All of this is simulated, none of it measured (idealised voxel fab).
Name of the process module below: voxel lift off
The width of the displayed cross-section, cut, is 180 nm; its cells are square, with a size of 5 nm.
Notation: cross-section as square-cell grid; stated in bands, top first, going down; one or more cell rows per band.
What a band's entry tells you: where the top is and where the bottom is, as heights in nm, and after that what lies inside, material by material from left to right, each with its width in nm. Empty space is written as the word "empty", and a single material marked with the word "all across" occupies the band from edge to edge.
Note: height 0 marks the level under which the wafer is uniformly one material as received. Lowest band unbounded below, written "0..down".
You'd read "30..40" like this: the band's top row of cells is as wide as the first number, its bottom row is as wide as the second, and going down, every row changes width by the same amount as the row before did.
What does "no change occurred" mean for a step? It means no cell of the cross-section changed in that step.
Any empty space of 8 cells or more lacking an open way to the top shows up in "Tabulated closed voids" as width x height at distance, distance from the left edge, in nm.
Where a step's line continues beyond its settings, the continuation is a remark by the simulator itself on that step.
A step's line can hold "overlay nm"; with a mask on that step, the setting says how far right of the planned place the mask lay, while a negative setting says it lay to the left.

plan
1 RECEIVE [material Si]
2 CONFORMAL_DEP [material SiO2] [thk nm 10]
3 PATTERN [tone open] [mask id LINES] [material resist] [width nm 15] [pitch nm 35] [thk nm 15] [overlay nm 0]
4 DIRECTIONAL_DEP [material Ru] [thk nm 5]
5 STRIP [etch materials resist]
6 CONFORMAL_DEP [material SiO2] [thk nm 10]

Wafer, first of two, run as planned

Wafer as received: cross-section following step 1
* 0..down = Si all across
* Tabulated closed voids: none

Step 2 done - wafer cross-section
* 10..0 = SiO2 all across
* Below 0, the layers are the same as they were.

Step 3 done - wafer cross-section
* 25..10 = 45 resist, 15 empty, 20 resist, 15 empty, 20 resist, 15 empty, 50 resist
* Below 10, the layers are the same as they were.

Step 4 done - wafer cross-section
* 30..25 = 45 Ru, 15 empty, 20 Ru, 15 empty, 20 Ru, 15 empty, 50 Ru
* 25..15 = 45 resist, 15 empty, 20 resist, 15 empty, 20 resist, 15 empty, 50 resist
* 15..10 = 45 resist, 15 Ru, 20 resist, 15 Ru, 20 resist, 15 Ru, 50 resist
* Below 10, the layers are the same as they were.

Step 5 done - wafer cross-section
* 15..10 = 45 empty, 15 Ru, 20 empty, 15 Ru, 20 empty, 15 Ru, 50 empty
* Below 10, the layers are the same as they were.

Step 6 done - wafer cross-section
* 25..20 = 35 empty, 105 SiO2, 40 empty
* 20..15 = SiO2 all across
* 15..10 = 45 SiO2, 15 Ru, 20 SiO2, 15 Ru, 20 SiO2, 15 Ru, 50 SiO2
* Below 10, the layers are the same as they were.

The second wafer began exactly as the first did and followed the same plan, but one mistake was made while running it; through step 1 inclusive, the two wafers are identical

Second wafer shown in cross-section at the time step 2 was slated to end: no change occurred

Second wafer shown in cross-section at the time step 3 was slated to end
* 15..0 = 45 resist, 15 empty, 20 resist, 15 empty, 20 resist, 15 empty, 50 resist
* Below 0, the layers are the same as they were.

Second wafer shown in cross-section at the time step 4 was slated to end
* 20..15 = 45 Ru, 15 empty, 20 Ru, 15 empty, 20 Ru, 15 empty, 50 Ru
* 15..5 = 45 resist, 15 empty, 20 resist, 15 empty, 20 resist, 15 empty, 50 resist
* 5..0 = 45 resist, 15 Ru, 20 resist, 15 Ru, 20 resist, 15 Ru, 50 resist
* Below 0, the layers are the same as they were.

Second wafer shown in cross-section at the time step 5 was slated to end
* 5..0 = 45 empty, 15 Ru, 20 empty, 15 Ru, 20 empty, 15 Ru, 50 empty
* Below 0, the layers are the same as they were.

Second wafer shown in cross-section at the time step 6 was slated to end
* 15..10 = 35 empty, 105 SiO2, 40 empty
* 10..5 = SiO2 all across
* 5..0 = 45 SiO2, 15 Ru, 20 SiO2, 15 Ru, 20 SiO2, 15 Ru, 50 SiO2
* Below 0, the layers are the same as they were.
Run error: plan step 2 was not performed, having been skipped
Final cells, second wafer relative to first, materials higher or lower: 72 fewer of SiO2
